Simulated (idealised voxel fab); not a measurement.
process module | voxel ribs on slabs
cross-section cut | 245 nm wide | cells 5 nm
A cross-section is a grid of square cells, given in bands from the top down. A band is one or more rows of cells.
Each band's line starts with the height of the band's top and of its bottom, in nm. Then come its materials from left to right, each with its width in nm. One material with "throughout" fills the band from edge to edge. "air" is empty space.
Height 0 is the level under which the wafer as received is all one material. The lowest band goes on downwards, as in "0 down".
A width such as "30 to 40" changes by the same amount from each row of cells to the next, from the band's top row to its bottom row.
"no change" after a step means that no cell of the cross-section changed.
closed voids: empty space of 8 cells or more with no open way to the top, each as width x height at its distance from the left edge, in nm
after a step's settings: what the simulator itself notes on the step
overlay nm, on a step with a mask: how far to the right of its planned place the mask lay; to the left if negative
plan
1 op RECEIVE | material Si
2 op DIRECTIONAL_DEP | material SiO2 | thk nm 20
3 op DIRECTIONAL_DEP | material SiN | thk nm 20
4 op MASKED_ETCH | tone cover | mask id RIB | width nm 15 | etch materials SiN | depth nm 10 | overlay nm 0
5 op MASKED_ETCH | tone cover | mask id SLAB | width nm 45 | etch materials SiN | depth nm 10 | overlay nm 0
6 op FILL_DEP | material SiO2 | thk nm 25
7 op CMP | height nm 55
8 op DIRECTIONAL_DEP | material W | thk nm 10
9 op DIRECTIONAL_DEP | material aC | thk nm 15
10 op PATTERN | tone cover | mask id HEATER | material resist | width nm 25 | thk nm 30 | overlay nm 0
11 op DIRECTIONAL_ETCH | etch materials aC | depth nm 15
12 op STRIP | etch materials resist
13 op DIRECTIONAL_ETCH | etch materials W | depth nm 10
14 op STRIP | etch materials aC
15 op CONFORMAL_DEP | material SiO2 | thk nm 5
as received, after step 1
  0 down: Si throughout
  closed voids: none
first wafer at the end, as planned
  70 to 65: air 105 | SiO2 35 | air 105
  65 to 60: air 105 | SiO2 5 | W 25 | SiO2 5 | air 105
  60 to 55: SiO2 110 | W 25 | SiO2 110
  55 to 40: SiO2 throughout
  40 to 30: SiO2 115 | SiN 15 | SiO2 115
  30 to 20: SiO2 100 | SiN 45 | SiO2 100
  20 to 0: SiO2 throughout
  0 down: Si throughout
  closed voids: none
second wafer at the end: like start, like plan, one mistake
  70 to 65: air 105 | SiO2 35 | air 105
  65 to 60: air 105 | SiO2 5 | W 25 | SiO2 5 | air 105
  60 to 55: SiO2 110 | W 25 | SiO2 110
  55 to 20: SiO2 throughout
  20 to 0: SiN throughout
  0 down: Si throughout
  closed voids: none
what went wrong: steps 2 and 3 were swapped
at the end the second wafer has, in cells: 172 more of SiN | 172 fewer of SiO2
